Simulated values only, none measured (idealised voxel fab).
Module name: voxel wiring stack (process module)
The width of the displayed cross-section, cut, is 190 nm; its cells are square, with a size of 5 nm.
How to read a cross-section here: the picture is a grid of square cells, written as bands going from the top down, and any band can span one or more rows of cells.
Band: top height; bottom height; in nm. Then, left to right: material with width in nm, for each material. "full width": a single material spanning edge to edge. "empty": empty space.
The level at which height equals 0 is the one under which the wafer, as it arrives, is entirely one material. No lower edge exists for the bottom band, which continues downward and is notated as in "0..down".
Width "30..40": first value at the band's top row of cells, second value at its bottom row, equal change from row to row.
Step note "nothing was modified" = no cross-section cell changed.
Closed empty spaces (no open way to the top) of 8 cells or more are what "Closed voids list" lists, each as width x height at distance from the left edge, nm for all three.
Past the settings on a step's line: simulator remark, on that step.
The line of a step may include "overlay nm". On a step with a mask, this value is how far to the right of its planned place the mask lay. A negative value means the mask lay to the left.
[Set out below are the planned steps of the process]
1 RECEIVE: material Si
2 CONFORMAL_DEP: material SiO2, thk nm 10
3 DIRECTIONAL_DEP: material TiN, thk nm 5
4 DIRECTIONAL_DEP: material Ru, thk nm 20
5 MASKED_ETCH: tone cover, mask id METAL_1, width nm 25, pitch nm 40, etch materials Ru, depth nm 20, overlay nm 0
6 MASKED_ETCH: tone cover, mask id METAL_1, width nm 25, pitch nm 40, etch materials TiN, depth nm 5, overlay nm 0
7 FILL_DEP: material SiO2, thk nm 10
8 CMP: height nm 35
9 CONFORMAL_DEP: material SiCN, thk nm 5
10 DIRECTIONAL_DEP: material lowk, thk nm 30
11 PATTERN: tone open, mask id METAL_2_HOLES, material resist, width nm 15, thk nm 20, overlay nm 0
12 DIRECTIONAL_ETCH: etch materials lowk, depth nm 30
13 STRIP: etch materials resist
14 DIRECTIONAL_DEP: material aC, thk nm 10
15 PATTERN: tone open, mask id METAL_2, material resist, width nm 25, pitch nm 40, thk nm 30, overlay nm 0
16 DIRECTIONAL_ETCH: etch materials aC, depth nm 10
17 STRIP: etch materials resist
18 DIRECTIONAL_ETCH: etch materials lowk, depth nm 20
19 DIRECTIONAL_ETCH: etch materials SiCN, depth nm 5
20 STRIP: etch materials aC
21 CONFORMAL_DEP: material TiN, thk nm 5
22 FILL_DEP: material Cu, thk nm 10
23 CMP: height nm 70
24 CONFORMAL_DEP: material SiCN, thk nm 5
25 DIRECTIONAL_DEP: material SiO2, thk nm 35
26 MASKED_ETCH: tone open, mask id METAL_3, width nm 25, pitch nm 40, etch materials SiO2, depth nm 20, overlay nm 0
27 DIRECTIONAL_DEP: material aC, thk nm 10
28 PATTERN: tone open, mask id METAL_3_HOLES, material resist, width nm 15, pitch nm 40, thk nm 25, overlay nm 0
29 DIRECTIONAL_ETCH: etch materials aC, depth nm 10
30 STRIP: etch materials resist
31 DIRECTIONAL_ETCH: etch materials SiO2, depth nm 15
32 DIRECTIONAL_ETCH: etch materials SiCN, depth nm 5
33 STRIP: etch materials aC
34 CONFORMAL_DEP: material TiN, thk nm 5
35 FILL_DEP: material Ru, thk nm 10
36 CMP: height nm 110
37 CONFORMAL_DEP: material SiCN, thk nm 5
38 DIRECTIONAL_DEP: material SiO2, thk nm 25
39 PATTERN: tone open, mask id METAL_4, material resist, width nm 25, pitch nm 40, thk nm 15, overlay nm 0
40 DIRECTIONAL_ETCH: etch materials SiO2, depth nm 15
41 STRIP: etch materials resist
42 MASKED_ETCH: tone open, mask id METAL_4_HOLES, width nm 15, etch materials SiO2, depth nm 10, overlay nm 0
43 MASKED_ETCH: tone open, mask id METAL_4_HOLES, width nm 15, etch materials SiCN, depth nm 5, overlay nm 0
44 CONFORMAL_DEP: material TiN, thk nm 5
45 FILL_DEP: material Cu, thk nm 5
46 CMP: height nm 140
47 CONFORMAL_DEP: material SiCN, thk nm 5
Don't read the plan's width nm for step 11 as applying to every wafer: that's the first wafer's value, and the wafers differ in it, though they all start identical.
[The first of several wafers, as received after step 1, seen in section]
  0..down | Si full width
  Closed voids list: none
[The following table contains a row per wafer, in which are reported, at the conclusion of the module, the cells of each material gained (+) or lost (-) since the wafer's receipt, with its closed voids given thereafter]
width nm 15, +36 Cu, +66 Ru, +140 SiCN, +578 SiO2, +100 TiN, +182 lowk, Closed voids list: none
width nm 20, +39 Cu, +66 Ru, +139 SiCN, +578 SiO2, +100 TiN, +180 lowk, Closed voids list: none
width nm 25, +44 Cu, +66 Ru, +139 SiCN, +578 SiO2, +101 TiN, +174 lowk, Closed voids list: none
width nm 30, +47 Cu, +66 Ru, +138 SiCN, +578 SiO2, +101 TiN, +172 lowk, Closed voids list: none
